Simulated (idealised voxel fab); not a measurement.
Process module in this document: voxel wiring stack
Square cells of 5 nm make up the cross-section cut, whose width is 285 nm.
Cross-section layout: square cells on a grid; listed as bands, top to bottom; a band spans one or more cell rows. A band entry consists of two parts. The first gives the height of the band's top and the height of its bottom, in nm. The rest lists the band's materials from left to right, each with its width in nm. A single material labelled with the word "all across" fills the band from edge to edge, and the word "blank" marks empty space. Heads up on the height convention: 0 is the point under which the incoming wafer is all one material, and the lowest band has no bottom, it just keeps going down, like "0 and below". A two-number width, for instance "30..40", indicates that the width is equal to the first number in the top row of the band and to the second number in the bottom row, and that it changes by a constant amount per row of cells. Where a step carries "nothing got changed", the cross-section came out of it unchanged, cell for cell. Entry "Closed void list" = empty spaces >= 8 cells with no open way to the top; each as width x height at distance, distance from left edge, all nm. Where a step's line continues beyond its settings, the continuation is a remark by the simulator itself on that step. "overlay nm" denotes, for a step that has a mask, the displacement of the mask to the right of its planned place, with negative values corresponding to the left. Guide to the pairs. Each holds a before and an after cross-section around one process step; the after cross-section is cut off at the lowest band that changed. Look under the pair for the step between them and its settings. Pairs can come from different runs of this module on the same starting wafer, so a pair follows on from the one above it only where its entry headed "Prior state" says it does.
Prior state:
	95 down to 90 | TiN 85  blank 15  TiN 35  blank 15  TiN 35  blank 15  TiN 85
	90 down to 70 | lowk 80  TiN 5  blank 15  TiN 5  lowk 25  TiN 5  blank 15  TiN 5  lowk 25  TiN 5  blank 15  TiN 5  lowk 80
	70 down to 65 | SiN 80  TiN 25  SiN 25  TiN 25  SiN 25  TiN 25  SiN 80
	65 down to 50 | SiO2 80  TiN 5  Ru 5  TiN 5  SiO2 35  TiN 5  Ru 5  TiN 5  SiO2 35  TiN 5  Ru 5  TiN 5  SiO2 90
	50 down to 45 | SiCN 80  TiN 15  SiCN 35  TiN 15  SiCN 35  TiN 15  SiCN 90
	45 down to 40 | SiCN 75  Ru 35  SiCN 15  Ru 35  SiCN 15  Ru 35  SiCN 75
	40 down to 35 | SiO2 80  TiN 5  W 15  TiN 5  SiO2 25  TiN 5  W 15  TiN 5  SiO2 25  TiN 5  W 15  TiN 5  SiO2 80
	35 down to 30 | SiN 80  TiN 25  SiN 25  TiN 25  SiN 25  TiN 25  SiN 80
	30 down to 0 | SiO2 all across
	0 and below | Si all across
	Closed void list: none
Resulting Structure:
	100 down to 95 | Cu all across
	95 down to 90 | TiN 85  Cu 15  TiN 35  Cu 15  TiN 35  Cu 15  TiN 85
	90 down to 70 | lowk 80  TiN 5  Cu 15  TiN 5  lowk 25  TiN 5  Cu 15  TiN 5  lowk 25  TiN 5  Cu 15  TiN 5  lowk 80
	Anything lower than 70 is untouched.
	Closed void list: none
The two cross-sections above bracket this step: op FILL_DEP | material Cu | thk nm 5
Prior state: The structure entering this step is exactly what the pair just above shows after its step.
Resulting Structure:
	90 down to 70 | lowk 80  TiN 5  Cu 15  TiN 5  lowk 25  TiN 5  Cu 15  TiN 5  lowk 25  TiN 5  Cu 15  TiN 5  lowk 80
	Anything lower than 70 is untouched.
	Closed void list: none
The two cross-sections above bracket this step: op CMP | height nm 90
Prior state: The structure entering this step is exactly what the pair just above shows after its step.
Resulting Structure:
	95 down to 90 | SiCN all across
	Anything lower than 90 is untouched.
	Closed void list: none
The two cross-sections above bracket this step: op CONFORMAL_DEP | material SiCN | thk nm 5
Prior state:
	15 down to 0 | SiO2 all across
	0 and below | Si all across
	Closed void list: none
Resulting Structure:
	35 down to 0 | SiO2 all across
	Anything lower than 0 is untouched.
	Closed void list: none
The two cross-sections above bracket this step: op DIRECTIONAL_DEP | material SiO2 | thk nm 20
Prior state: The structure entering this step is exactly what the pair just above shows after its step.
Resulting Structure:
	40 down to 35 | SiN all across
	Anything lower than 35 is untouched.
	Closed void list: none
The two cross-sections above bracket this step: op CONFORMAL_DEP | material SiN | thk nm 5
Prior state: The structure entering this step is exactly what the pair just above shows after its step.
Resulting Structure:
	55 down to 40 | aC all across
	Anything lower than 40 is untouched.
	Closed void list: none
The two cross-sections above bracket this step: op DIRECTIONAL_DEP | material aC | thk nm 15
Prior state: The structure entering this step is exactly what the pair just above shows after its step.
Resulting Structure:
	90 down to 55 | resist 80  blank 25  resist 25  blank 25  resist 25  blank 25  resist 80
	Anything lower than 55 is untouched.
	Closed void list: none
The two cross-sections above bracket this step: op PATTERN | tone open | mask id METAL_1 | material resist | width nm 25 | pitch nm 50 | thk nm 35 | overlay nm 0
Prior state: The structure entering this step is exactly what the pair just above shows after its step.
Resulting Structure:
	75 down to 55 | resist 80  blank 25  resist 25  blank 25  resist 25  blank 25  resist 80
	55 down to 40 | aC 80  blank 25  aC 25  blank 25  aC 25  blank 25  aC 80
	Anything lower than 40 is untouched.
	Closed void list: none
The two cross-sections above bracket this step: op DIRECTIONAL_ETCH | etch materials aC | depth nm 15
Prior state: The structure entering this step is exactly what the pair just above shows after its step.
Resulting Structure:
	55 down to 40 | aC 80  blank 25  aC 25  blank 25  aC 25  blank 25  aC 80
	Anything lower than 40 is untouched.
	Closed void list: none
The two cross-sections above bracket this step: op STRIP | etch materials resist
Prior state: The structure entering this step is exactly what the pair just above shows after its step.
Resulting Structure:
	55 down to 40 | aC 80  blank 25  aC 25  blank 25  aC 25  blank 25  aC 80
	40 down to 35 | SiN 80  blank 25  SiN 25  blank 25  SiN 25  blank 25  SiN 80
	Anything lower than 35 is untouched.
	Closed void list: none
The two cross-sections above bracket this step: op DIRECTIONAL_ETCH | etch materials SiN | depth nm 5
Prior state: The structure entering this step is exactly what the pair just above shows after its step.
Resulting Structure:
	40 down to 35 | SiN 80  blank 25  SiN 25  blank 25  SiN 25  blank 25  SiN 80
	Anything lower than 35 is untouched.
	Closed void list: none
The two cross-sections above bracket this step: op STRIP | etch materials aC
Prior state: The structure entering this step is exactly what the pair just above shows after its step.
Resulting Structure:
	45 down to 40 | TiN 85  blank 15  TiN 35  blank 15  TiN 35  blank 15  TiN 85
	40 down to 35 | SiN 80  TiN 25  SiN 25  TiN 25  SiN 25  TiN 25  SiN 80
	Anything lower than 35 is untouched.
	Closed void list: none
The two cross-sections above bracket this step: op CONFORMAL_DEP | material TiN | thk nm 5
Prior state: The structure entering this step is exactly what the pair just above shows after its step.
Resulting Structure:
	50 down to 45 | W all across
	45 down to 40 | TiN 85  W 15  TiN 35  W 15  TiN 35  W 15  TiN 85
	Anything lower than 40 is untouched.
	Closed void list: none
The two cross-sections above bracket this step: op FILL_DEP | material W | thk nm 5
Prior state: The structure entering this step is exactly what the pair just above shows after its step.
Resulting Structure:
	40 down to 35 | SiN 80  TiN 25  SiN 25  TiN 25  SiN 25  TiN 25  SiN 80
	Anything lower than 35 is untouched.
	Closed void list: none
The two cross-sections above bracket this step: op CMP | height nm 40
Prior state: The structure entering this step is exactly what the pair just above shows after its step.
Resulting Structure:
	45 down to 40 | blank 75  Ru 35  blank 15  Ru 35  blank 15  Ru 35  blank 75
	Anything lower than 40 is untouched.
	Closed void list: none
The two cross-sections above bracket this step: op EPI | material Ru | thk nm 5
Prior state: The structure entering this step is exactly what the pair just above shows after its step.
Resulting Structure:
	50 down to 45 | SiCN all across
	45 down to 40 | SiCN 75  Ru 35  SiCN 15  Ru 35  SiCN 15  Ru 35  SiCN 75
	Anything lower than 40 is untouched.
	Closed void list: none
The two cross-sections above bracket this step: op FILL_DEP | material SiCN | thk nm 5
Prior state: The structure entering this step is exactly what the pair just above shows after its step.
Resulting Structure:
	65 down to 50 | SiO2 all across
	Anything lower than 50 is untouched.
	Closed void list: none
The two cross-sections above bracket this step: op DIRECTIONAL_DEP | material SiO2 | thk nm 15
Prior state: The structure entering this step is exactly what the pair just above shows after its step.
Resulting Structure:
	85 down to 65 | resist 80  blank 15  resist 35  blank 15  resist 35  blank 15  resist 90
	Anything lower than 65 is untouched.
	Closed void list: none
The two cross-sections above bracket this step: op PATTERN | tone open | mask id PLUG_1 | material resist | width nm 15 | pitch nm 50 | thk nm 20 | overlay nm 0
Prior state: The structure entering this step is exactly what the pair just above shows after its step.
Resulting Structure:
	85 down to 65 | resist 80  blank 15  resist 35  blank 15  resist 35  blank 15  resist 90
	65 down to 50 | SiO2 80  blank 15  SiO2 35  blank 15  SiO2 35  blank 15  SiO2 90
	Anything lower than 50 is untouched.
	Closed void list: none
The two cross-sections above bracket this step: op DIRECTIONAL_ETCH | etch materials SiO2 | depth nm 15
Prior state: The structure entering this step is exactly what the pair just above shows after its step.
Resulting Structure:
	85 down to 65 | resist 80  blank 15  resist 35  blank 15  resist 35  blank 15  resist 90
	65 down to 50 | SiO2 80  blank 15  SiO2 35  blank 15  SiO2 35  blank 15  SiO2 90
	50 down to 45 | SiCN 80  blank 15  SiCN 35  blank 15  SiCN 35  blank 15  SiCN 90
	Anything lower than 45 is untouched.
	Closed void list: none
The two cross-sections above bracket this step: op DIRECTIONAL_ETCH | etch materials SiCN | depth nm 5
Prior state: The structure entering this step is exactly what the pair just above shows after its step.
Resulting Structure:
	65 down to 50 | SiO2 80  blank 15  SiO2 35  blank 15  SiO2 35  blank 15  SiO2 90
	Anything lower than 50 is untouched.
	Closed void list: none
The two cross-sections above bracket this step: op STRIP | etch materials resist
Prior state: The structure entering this step is exactly what the pair just above shows after its step.
Resulting Structure:
	70 down to 65 | TiN 85  blank 5  TiN 45  blank 5  TiN 45  blank 5  TiN 95
	65 down to 50 | SiO2 80  TiN 5  blank 5  TiN 5  SiO2 35  TiN 5  blank 5  TiN 5  SiO2 35  TiN 5  blank 5  TiN 5  SiO2 90
	50 down to 45 | SiCN 80  TiN 15  SiCN 35  TiN 15  SiCN 35  TiN 15  SiCN 90
	Anything lower than 45 is untouched.
	Closed void list: none
The two cross-sections above bracket this step: op CONFORMAL_DEP | material TiN | thk nm 5
Prior state: The structure entering this step is exactly what the pair just above shows after its step.
Resulting Structure:
	80 down to 70 | Ru all across
	70 down to 65 | TiN 85  Ru 5  TiN 45  Ru 5  TiN 45  Ru 5  TiN 95
	65 down to 50 | SiO2 80  TiN 5  Ru 5  TiN 5  SiO2 35  TiN 5  Ru 5  TiN 5  SiO2 35  TiN 5  Ru 5  TiN 5  SiO2 90
	Anything lower than 50 is untouched.
	Closed void list: none
The two cross-sections above bracket this step: op FILL_DEP | material Ru | thk nm 10
Prior state: The structure entering this step is exactly what the pair just above shows after its step.
Resulting Structure:
	65 down to 50 | SiO2 80  TiN 5  Ru 5  TiN 5  SiO2 35  TiN 5  Ru 5  TiN 5  SiO2 35  TiN 5  Ru 5  TiN 5  SiO2 90
	Anything lower than 50 is untouched.
	Closed void list: none
The two cross-sections above bracket this step: op CMP | height nm 65
Prior state: The structure entering this step is exactly what the pair just above shows after its step.
Resulting Structure:
	70 down to 65 | SiN all across
	Anything lower than 65 is untouched.
	Closed void list: none
The two cross-sections above bracket this step: op CONFORMAL_DEP | material SiN | thk nm 5
Prior state: The structure entering this step is exactly what the pair just above shows after its step.
Resulting Structure:
	90 down to 70 | lowk all across
	Anything lower than 70 is untouched.
	Closed void list: none
The two cross-sections above bracket this step: op DIRECTIONAL_DEP | material lowk | thk nm 20
Prior state: The structure entering this step is exactly what the pair just above shows after its step.
Resulting Structure:
	90 down to 70 | lowk 80  blank 25  lowk 25  blank 25  lowk 25  blank 25  lowk 80
	Anything lower than 70 is untouched.
	Closed void list: none
The two cross-sections above bracket this step: op MASKED_ETCH | tone open | mask id METAL_2 | width nm 25 | pitch nm 50 | etch materials lowk | depth nm 20 | overlay nm 0
Prior state: The structure entering this step is exactly what the pair just above shows after its step.
Resulting Structure:
	90 down to 70 | lowk 80  blank 25  lowk 25  blank 25  lowk 25  blank 25  lowk 80
	70 down to 65 | SiN 80  blank 25  SiN 25  blank 25  SiN 25  blank 25  SiN 80
	Anything lower than 65 is untouched.
	Closed void list: none
The two cross-sections above bracket this step: op MASKED_ETCH | tone open | mask id METAL_2 | width nm 25 | pitch nm 50 | etch materials SiN | depth nm 5 | overlay nm 0
Prior state: The structure entering this step is exactly what the pair just above shows after its step.
Resulting Structure:
	95 down to 90 | TiN 85  blank 15  TiN 35  blank 15  TiN 35  blank 15  TiN 85
	90 down to 70 | lowk 80  TiN 5  blank 15  TiN 5  lowk 25  TiN 5  blank 15  TiN 5  lowk 25  TiN 5  blank 15  TiN 5  lowk 80
	70 down to 65 | SiN 80  TiN 25  SiN 25  TiN 25  SiN 25  TiN 25  SiN 80
	Anything lower than 65 is untouched.
	Closed void list: none
The two cross-sections above bracket this step: op CONFORMAL_DEP | material TiN | thk nm 5
Prior state: The structure entering this step is exactly what the pair just above shows after its step.
Resulting Structure:
	100 down to 95 | Cu all across
	95 down to 90 | TiN 85  Cu 15  TiN 35  Cu 15  TiN 35  Cu 15  TiN 85
	90 down to 70 | lowk 80  TiN 5  Cu 15  TiN 5  lowk 25  TiN 5  Cu 15  TiN 5  lowk 25  TiN 5  Cu 15  TiN 5  lowk 80
	Anything lower than 70 is untouched.
	Closed void list: none
The two cross-sections above bracket this step: op FILL_DEP | material Cu | thk nm 5
Prior state: The structure entering this step is exactly what the pair just above shows after its step.
Resulting Structure:
	90 down to 70 | lowk 80  TiN 5  Cu 15  TiN 5  lowk 25  TiN 5  Cu 15  TiN 5  lowk 25  TiN 5  Cu 15  TiN 5  lowk 80
	Anything lower than 70 is untouched.
	Closed void list: none
The two cross-sections above bracket this step: op CMP | height nm 90
Prior state: The structure entering this step is exactly what the pair just above shows after its step.
Resulting Structure:
	95 down to 90 | SiCN all across
	Anything lower than 90 is untouched.
	Closed void list: none
The two cross-sections above bracket this step: op CONFORMAL_DEP | material SiCN | thk nm 5
Prior state:
	80 down to 70 | Ru all across
	70 down to 65 | TiN 85  Ru 5  TiN 45  Ru 5  TiN 45  Ru 5  TiN 95
	65 down to 50 | SiO2 80  TiN 5  Ru 5  TiN 5  SiO2 35  TiN 5  Ru 5  TiN 5  SiO2 35  TiN 5  Ru 5  TiN 5  SiO2 90
	50 down to 45 | SiCN 80  TiN 15  SiCN 35  TiN 15  SiCN 35  TiN 15  SiCN 90
	45 down to 40 | SiCN 75  Ru 35  SiCN 15  Ru 35  SiCN 15  Ru 35  SiCN 75
	40 down to 20 | SiO2 80  TiN 5  W 15  TiN 5  SiO2 25  TiN 5  W 15  TiN 5  SiO2 25  TiN 5  W 15  TiN 5  SiO2 80
	20 down to 15 | SiN 80  TiN 25  SiN 25  TiN 25  SiN 25  TiN 25  SiN 80
	15 down to 0 | SiO2 all across
	0 and below | Si all across
	Closed void list: none
Resulting Structure:
	70 down to 65 | TiN 85  Ru 5  TiN 45  Ru 5  TiN 45  Ru 5  TiN 95
	Anything lower than 65 is untouched.
	Closed void list: none
The two cross-sections above bracket this step: op CMP | height nm 70
Prior state: The structure entering this step is exactly what the pair just above shows after its step.
Resulting Structure:
	75 down to 70 | SiN all across
	Anything lower than 70 is untouched.
	Closed void list: none
The two cross-sections above bracket this step: op CONFORMAL_DEP | material SiN | thk nm 5
Prior state: The structure entering this step is exactly what the pair just above shows after its step.
Resulting Structure:
	95 down to 75 | lowk all across
	Anything lower than 75 is untouched.
	Closed void list: none
The two cross-sections above bracket this step: op DIRECTIONAL_DEP | material lowk | thk nm 20
Prior state: The structure entering this step is exactly what the pair just above shows after its step.
Resulting Structure:
	95 down to 75 | lowk 80  blank 25  lowk 25  blank 25  lowk 25  blank 25  lowk 80
	Anything lower than 75 is untouched.
	Closed void list: none
The two cross-sections above bracket this step: op MASKED_ETCH | tone open | mask id METAL_2 | width nm 25 | pitch nm 50 | etch materials lowk | depth nm 20 | overlay nm 0
Prior state: The structure entering this step is exactly what the pair just above shows after its step.
Resulting Structure:
	95 down to 75 | lowk 80  blank 25  lowk 25  blank 25  lowk 25  blank 25  lowk 80
	75 down to 70 | SiN 80  blank 25  SiN 25  blank 25  SiN 25  blank 25  SiN 80
	Anything lower than 70 is untouched.
	Closed void list: none
The two cross-sections above bracket this step: op MASKED_ETCH | tone open | mask id METAL_2 | width nm 25 | pitch nm 50 | etch materials SiN | depth nm 5 | overlay nm 0
Prior state: The structure entering this step is exactly what the pair just above shows after its step.
Resulting Structure:
	100 down to 95 | TiN 85  blank 15  TiN 35  blank 15  TiN 35  blank 15  TiN 85
	95 down to 75 | lowk 80  TiN 5  blank 15  TiN 5  lowk 25  TiN 5  blank 15  TiN 5  lowk 25  TiN 5  blank 15  TiN 5  lowk 80
	75 down to 70 | SiN 80  TiN 25  SiN 25  TiN 25  SiN 25  TiN 25  SiN 80
	Anything lower than 70 is untouched.
	Closed void list: none
The two cross-sections above bracket this step: op CONFORMAL_DEP | material TiN | thk nm 5
Prior state: The structure entering this step is exactly what the pair just above shows after its step.
Resulting Structure:
	105 down to 100 | Cu all across
	100 down to 95 | TiN 85  Cu 15  TiN 35  Cu 15  TiN 35  Cu 15  TiN 85
	95 down to 75 | lowk 80  TiN 5  Cu 15  TiN 5  lowk 25  TiN 5  Cu 15  TiN 5  lowk 25  TiN 5  Cu 15  TiN 5  lowk 80
	Anything lower than 75 is untouched.
	Closed void list: none
The two cross-sections above bracket this step: op FILL_DEP | material Cu | thk nm 5
Prior state: The structure entering this step is exactly what the pair just above shows after its step.
Resulting Structure:
	90 down to 75 | lowk 80  TiN 5  Cu 15  TiN 5  lowk 25  TiN 5  Cu 15  TiN 5  lowk 25  TiN 5  Cu 15  TiN 5  lowk 80
	Anything lower than 75 is untouched.
	Closed void list: none
The two cross-sections above bracket this step: op CMP | height nm 90
Prior state: The structure entering this step is exactly what the pair just above shows after its step.
Resulting Structure:
	95 down to 90 | SiCN all across
	Anything lower than 90 is untouched.
	Closed void list: none
The two cross-sections above bracket this step: op CONFORMAL_DEP | material SiCN | thk nm 5
Prior state:
	90 down to 70 | lowk all across
	70 down to 65 | SiN all across
	65 down to 50 | SiO2 80  TiN 5  Ru 5  TiN 5  SiO2 35  TiN 5  Ru 5  TiN 5  SiO2 35  TiN 5  Ru 5  TiN 5  SiO2 90
	50 down to 45 | SiCN 80  TiN 15  SiCN 35  TiN 15  SiCN 35  TiN 15  SiCN 90
	45 down to 40 | SiCN 75  Ru 35  SiCN 15  Ru 35  SiCN 15  Ru 35  SiCN 75
	40 down to 20 | SiO2 80  TiN 5  W 15  TiN 5  SiO2 25  TiN 5  W 15  TiN 5  SiO2 25  TiN 5  W 15  TiN 5  SiO2 80
	20 down to 15 | SiN 80  TiN 25  SiN 25  TiN 25  SiN 25  TiN 25  SiN 80
	15 down to 0 | SiO2 all across
	0 and below | Si all across
	Closed void list: none
Resulting Structure:
	90 down to 70 | lowk 85  blank 20  lowk 30  blank 20  lowk 30  blank 20  lowk 80
	Anything lower than 70 is untouched.
	Closed void list: none
The two cross-sections above bracket this step: op MASKED_ETCH | tone open | mask id METAL_2 | width nm 20 | pitch nm 50 | etch materials lowk | depth nm 20 | overlay nm 0
Prior state: The structure entering this step is exactly what the pair just above shows after its step.
Resulting Structure:
	90 down to 70 | lowk 85  blank 20  lowk 30  blank 20  lowk 30  blank 20  lowk 80
	70 down to 65 | SiN 85  blank 20  SiN 30  blank 20  SiN 30  blank 20  SiN 80
	Anything lower than 65 is untouched.
	Closed void list: none
The two cross-sections above bracket this step: op MASKED_ETCH | tone open | mask id METAL_2 | width nm 25 | pitch nm 50 | etch materials SiN | depth nm 5 | overlay nm 0
Prior state: The structure entering this step is exactly what the pair just above shows after its step.
Resulting Structure:
	95 down to 90 | TiN 90  blank 10  TiN 40  blank 10  TiN 40  blank 10  TiN 85
	90 down to 70 | lowk 85  TiN 5  blank 10  TiN 5  lowk 30  TiN 5  blank 10  TiN 5  lowk 30  TiN 5  blank 10  TiN 5  lowk 80
	70 down to 65 | SiN 85  TiN 20  SiN 30  TiN 20  SiN 30  TiN 20  SiN 80
	Anything lower than 65 is untouched.
	Closed void list: none
The two cross-sections above bracket this step: op CONFORMAL_DEP | material TiN | thk nm 5
Prior state: The structure entering this step is exactly what the pair just above shows after its step.
Resulting Structure:
	100 down to 95 | Cu all across
	95 down to 90 | TiN 90  Cu 10  TiN 40  Cu 10  TiN 40  Cu 10  TiN 85
	90 down to 70 | lowk 85  TiN 5  Cu 10  TiN 5  lowk 30  TiN 5  Cu 10  TiN 5  lowk 30  TiN 5  Cu 10  TiN 5  lowk 80
	Anything lower than 70 is untouched.
	Closed void list: none
The two cross-sections above bracket this step: op FILL_DEP | material Cu | thk nm 5
Prior state: The structure entering this step is exactly what the pair just above shows after its step.
Resulting Structure:
	90 down to 70 | lowk 85  TiN 5  Cu 10  TiN 5  lowk 30  TiN 5  Cu 10  TiN 5  lowk 30  TiN 5  Cu 10  TiN 5  lowk 80
	Anything lower than 70 is untouched.
	Closed void list: none
The two cross-sections above bracket this step: op CMP | height nm 90
Prior state: The structure entering this step is exactly what the pair just above shows after its step.
Resulting Structure:
	95 down to 90 | SiCN all across
	Anything lower than 90 is untouched.
	Closed void list: none
The two cross-sections above bracket this step: op CONFORMAL_DEP | material SiCN | thk nm 5
Prior state:
	90 down to 70 | lowk 80  blank 25  lowk 25  blank 25  lowk 25  blank 25  lowk 80
	70 down to 65 | SiN all across
	65 down to 50 | SiO2 80  TiN 5  Ru 5  TiN 5  SiO2 35  TiN 5  Ru 5  TiN 5  SiO2 35  TiN 5  Ru 5  TiN 5  SiO2 90
	50 down to 45 | SiCN 80  TiN 15  SiCN 35  TiN 15  SiCN 35  TiN 15  SiCN 90
	45 down to 40 | SiCN 75  Ru 35  SiCN 15  Ru 35  SiCN 15  Ru 35  SiCN 75
	40 down to 20 | SiO2 80  TiN 5  W 15  TiN 5  SiO2 25  TiN 5  W 15  TiN 5  SiO2 25  TiN 5  W 15  TiN 5  SiO2 80
	20 down to 15 | SiN 80  TiN 25  SiN 25  TiN 25  SiN 25  TiN 25  SiN 80
	15 down to 0 | SiO2 all across
	0 and below | Si all across
	Closed void list: none
Resulting Structure:
	90 down to 70 | lowk 80  blank 25  lowk 25  blank 25  lowk 25  blank 25  lowk 80
	70 down to 65 | SiN 80  blank 20  SiN 30  blank 20  SiN 30  blank 20  SiN 85
	Anything lower than 65 is untouched.
	Closed void list: none
The two cross-sections above bracket this step: op MASKED_ETCH | tone open | mask id METAL_2 | width nm 25 | pitch nm 50 | etch materials SiN | depth nm 5 | overlay nm -5
Prior state: The structure entering this step is exactly what the pair just above shows after its step.
Resulting Structure:
	95 down to 90 | TiN 85  blank 15  TiN 35  blank 15  TiN 35  blank 15  TiN 85
	90 down to 75 | lowk 80  TiN 5  blank 15  TiN 5  lowk 25  TiN 5  blank 15  TiN 5  lowk 25  TiN 5  blank 15  TiN 5  lowk 80
	75 down to 70 | lowk 80  TiN 5  blank 10  TiN 10  lowk 25  TiN 5  blank 10  TiN 10  lowk 25  TiN 5  blank 10  TiN 10  lowk 80
	70 down to 65 | SiN 80  TiN 20  SiN 30  TiN 20  SiN 30  TiN 20  SiN 85
	Anything lower than 65 is untouched.
	Closed void list: none
The two cross-sections above bracket this step: op CONFORMAL_DEP | material TiN | thk nm 5
Prior state: The structure entering this step is exactly what the pair just above shows after its step.
Resulting Structure:
	100 down to 95 | Cu all across
	95 down to 90 | TiN 85  Cu 15  TiN 35  Cu 15  TiN 35  Cu 15  TiN 85
	90 down to 75 | lowk 80  TiN 5  Cu 15  TiN 5  lowk 25  TiN 5  Cu 15  TiN 5  lowk 25  TiN 5  Cu 15  TiN 5  lowk 80
	75 down to 70 | lowk 80  TiN 5  Cu 10  TiN 10  lowk 25  TiN 5  Cu 10  TiN 10  lowk 25  TiN 5  Cu 10  TiN 10  lowk 80
	Anything lower than 70 is untouched.
	Closed void list: none
The two cross-sections above bracket this step: op FILL_DEP | material Cu | thk nm 5
Prior state: The structure entering this step is exactly what the pair just above shows after its step.
Resulting Structure:
	90 down to 75 | lowk 80  TiN 5  Cu 15  TiN 5  lowk 25  TiN 5  Cu 15  TiN 5  lowk 25  TiN 5  Cu 15  TiN 5  lowk 80
	Anything lower than 75 is untouched.
	Closed void list: none
The two cross-sections above bracket this step: op CMP | height nm 90
Prior state: The structure entering this step is exactly what the pair just above shows after its step.
Resulting Structure:
	95 down to 90 | SiCN all across
	Anything lower than 90 is untouched.
	Closed void list: none
The two cross-sections above bracket this step: op CONFORMAL_DEP | material SiCN | thk nm 5
Prior state:
	45 down to 40 | TiN 85  blank 15  TiN 35  blank 15  TiN 35  blank 15  TiN 85
	40 down to 20 | SiO2 80  TiN 5  blank 15  TiN 5  SiO2 25  TiN 5  blank 15  TiN 5  SiO2 25  TiN 5  blank 15  TiN 5  SiO2 80
	20 down to 15 | SiN 80  TiN 25  SiN 25  TiN 25  SiN 25  TiN 25  SiN 80
	15 down to 0 | SiO2 all across
	0 and below | Si all across
	Closed void list: none
Resulting Structure:
	50 down to 45 | SiN all across
	45 down to 40 | TiN 85  SiN 15  TiN 35  SiN 15  TiN 35  SiN 15  TiN 85
	40 down to 20 | SiO2 80  TiN 5  SiN 15  TiN 5  SiO2 25  TiN 5  SiN 15  TiN 5  SiO2 25  TiN 5  SiN 15  TiN 5  SiO2 80
	Anything lower than 20 is untouched.
	Closed void list: none
The two cross-sections above bracket this step: op FILL_DEP | material SiN | thk nm 5
Prior state: The structure entering this step is exactly what the pair just above shows after its step.
Resulting Structure:
	40 down to 20 | SiO2 80  TiN 5  SiN 15  TiN 5  SiO2 25  TiN 5  SiN 15  TiN 5  SiO2 25  TiN 5  SiN 15  TiN 5  SiO2 80
	Anything lower than 20 is untouched.
	Closed void list: none
The two cross-sections above bracket this step: op CMP | height nm 40
Prior state: The structure entering this step is exactly what the pair just above shows after its step.
Resulting Structure:
	45 down to 40 | blank 75  Ru 15  blank 5  Ru 15  blank 15  Ru 15  blank 5  Ru 15  blank 15  Ru 15  blank 5  Ru 15  blank 75
	Anything lower than 40 is untouched.
	Closed void list: none
The two cross-sections above bracket this step: op EPI | material Ru | thk nm 5
Prior state: The structure entering this step is exactly what the pair just above shows after its step.
Resulting Structure:
	50 down to 45 | SiCN all across
	45 down to 40 | SiCN 75  Ru 15  SiCN 5  Ru 15  SiCN 15  Ru 15  SiCN 5  Ru 15  SiCN 15  Ru 15  SiCN 5  Ru 15  SiCN 75
	Anything lower than 40 is untouched.
	Closed void list: none
The two cross-sections above bracket this step: op FILL_DEP | material SiCN | thk nm 5
Prior state: The structure entering this step is exactly what the pair just above shows after its step.
Resulting Structure:
	65 down to 50 | SiO2 all across
	Anything lower than 50 is untouched.
	Closed void list: none
The two cross-sections above bracket this step: op DIRECTIONAL_DEP | material SiO2 | thk nm 15
Prior state: The structure entering this step is exactly what the pair just above shows after its step.
Resulting Structure:
	85 down to 65 | resist 80  blank 15  resist 35  blank 15  resist 35  blank 15  resist 90
	Anything lower than 65 is untouched.
	Closed void list: none
The two cross-sections above bracket this step: op PATTERN | tone open | mask id PLUG_1 | material resist | width nm 15 | pitch nm 50 | thk nm 20 | overlay nm 0
Prior state: The structure entering this step is exactly what the pair just above shows after its step.
Resulting Structure:
	85 down to 65 | resist 80  blank 15  resist 35  blank 15  resist 35  blank 15  resist 90
	65 down to 50 | SiO2 80  blank 15  SiO2 35  blank 15  SiO2 35  blank 15  SiO2 90
	Anything lower than 50 is untouched.
	Closed void list: none
The two cross-sections above bracket this step: op DIRECTIONAL_ETCH | etch materials SiO2 | depth nm 15
Prior state: The structure entering this step is exactly what the pair just above shows after its step.
Resulting Structure:
	85 down to 65 | resist 80  blank 15  resist 35  blank 15  resist 35  blank 15  resist 90
	65 down to 50 | SiO2 80  blank 15  SiO2 35  blank 15  SiO2 35  blank 15  SiO2 90
	50 down to 45 | SiCN 80  blank 15  SiCN 35  blank 15  SiCN 35  blank 15  SiCN 90
	Anything lower than 45 is untouched.
	Closed void list: none
The two cross-sections above bracket this step: op DIRECTIONAL_ETCH | etch materials SiCN | depth nm 5
Prior state: The structure entering this step is exactly what the pair just above shows after its step.
Resulting Structure:
	65 down to 50 | SiO2 80  blank 15  SiO2 35  blank 15  SiO2 35  blank 15  SiO2 90
	Anything lower than 50 is untouched.
	Closed void list: none
The two cross-sections above bracket this step: op STRIP | etch materials resist
Prior state: The structure entering this step is exactly what the pair just above shows after its step.
Resulting Structure:
	70 down to 65 | TiN 85  blank 5  TiN 45  blank 5  TiN 45  blank 5  TiN 95
	65 down to 50 | SiO2 80  TiN 5  blank 5  TiN 5  SiO2 35  TiN 5  blank 5  TiN 5  SiO2 35  TiN 5  blank 5  TiN 5  SiO2 90
	50 down to 45 | SiCN 80  TiN 15  SiCN 35  TiN 15  SiCN 35  TiN 15  SiCN 90
	Anything lower than 45 is untouched.
	Closed void list: none
The two cross-sections above bracket this step: op CONFORMAL_DEP | material TiN | thk nm 5
Prior state: The structure entering this step is exactly what the pair just above shows after its step.
Resulting Structure:
	80 down to 70 | Ru all across
	70 down to 65 | TiN 85  Ru 5  TiN 45  Ru 5  TiN 45  Ru 5  TiN 95
	65 down to 50 | SiO2 80  TiN 5  Ru 5  TiN 5  SiO2 35  TiN 5  Ru 5  TiN 5  SiO2 35  TiN 5  Ru 5  TiN 5  SiO2 90
	Anything lower than 50 is untouched.
	Closed void list: none
The two cross-sections above bracket this step: op FILL_DEP | material Ru | thk nm 10
Prior state: The structure entering this step is exactly what the pair just above shows after its step.
Resulting Structure:
	65 down to 50 | SiO2 80  TiN 5  Ru 5  TiN 5  SiO2 35  TiN 5  Ru 5  TiN 5  SiO2 35  TiN 5  Ru 5  TiN 5  SiO2 90
	Anything lower than 50 is untouched.
	Closed void list: none
The two cross-sections above bracket this step: op CMP | height nm 65
Prior state: The structure entering this step is exactly what the pair just above shows after its step.
Resulting Structure:
	70 down to 65 | SiN all across
	Anything lower than 65 is untouched.
	Closed void list: none
The two cross-sections above bracket this step: op CONFORMAL_DEP | material SiN | thk nm 5
Prior state: The structure entering this step is exactly what the pair just above shows after its step.
Resulting Structure:
	90 down to 70 | lowk all across
	Anything lower than 70 is untouched.
	Closed void list: none
The two cross-sections above bracket this step: op DIRECTIONAL_DEP | material lowk | thk nm 20
Prior state: The structure entering this step is exactly what the pair just above shows after its step.
Resulting Structure:
	90 down to 70 | lowk 80  blank 25  lowk 25  blank 25  lowk 25  blank 25  lowk 80
	Anything lower than 70 is untouched.
	Closed void list: none
The two cross-sections above bracket this step: op MASKED_ETCH | tone open | mask id METAL_2 | width nm 25 | pitch nm 50 | etch materials lowk | depth nm 20 | overlay nm 0
